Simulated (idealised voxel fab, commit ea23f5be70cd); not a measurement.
process module | voxel air gaps
cross-section cut | 280 nm wide | cells 5 nm
A cross-section is a grid of square cells, given in bands from the top down. A band is one or more rows of cells.
Each band's line starts with the height of the band's top and of its bottom, in nm. Then come its materials from left to right, each with its width in nm. One material with "throughout" fills the band from edge to edge. "air" is empty space.
Height 0 is the level under which the wafer as received is all one material. The lowest band goes on downwards, as in "0 down".
A width such as "30 to 40" changes by the same amount from each row of cells to the next, from the band's top row to its bottom row.
"no change" after a step means that no cell of the cross-section changed.
closed voids: empty space of 8 cells or more with no open way to the top, each as width x height at its distance from the left edge, in nm
after a step's settings: what the simulator itself notes on the step
overlay nm, on a step with a mask: how far to the right of its planned place the mask lay; to the left if negative
plan
1 op RECEIVE | material Si
2 op CONFORMAL_DEP | material SiO2 | thk nm 10
3 op CONFORMAL_DEP | material SiCN | thk nm 5
4 op DIRECTIONAL_DEP | material SiO2 | thk nm 35
5 op MASKED_ETCH | tone open | mask id LINES | width nm 25 | pitch nm 50 | etch materials SiO2 | depth nm 35 | overlay nm 0
6 op CONFORMAL_DEP | material TiN | thk nm 5
7 op FILL_DEP | material Cu | thk nm 10
8 op CMP | height nm 50
9 op EPI | material Ru | thk nm 10
10 op SELECTIVE_ETCH | etch materials SiO2 | depth nm 45
11 op CONFORMAL_DEP | material SiCN | thk nm 5
as received, after step 1
  0 down: Si throughout
  closed voids: none
a wafer at the end: this start, this plan, one mistake
  70 to 65: SiCN throughout
  65 to 55: Ru throughout
  55 to 50: TiN 55 | Cu 15 | TiN 35 | Cu 15 | TiN 35 | Cu 15 | TiN 35 | Cu 15 | TiN 60
  50 to 20: SiO2 50 | TiN 5 | Cu 15 | TiN 5 | SiO2 25 | TiN 5 | Cu 15 | TiN 5 | SiO2 25 | TiN 5 | Cu 15 | TiN 5 | SiO2 25 | TiN 5 | Cu 15 | TiN 5 | SiO2 55
  20 to 15: SiO2 50 | TiN 25 | SiO2 25 | TiN 25 | SiO2 25 | TiN 25 | SiO2 25 | TiN 25 | SiO2 55
  15 to 10: SiCN throughout
  10 to 0: SiO2 throughout
  0 down: Si throughout
  closed voids: none
what went wrong: step 8 ran as: op CMP | height nm 55
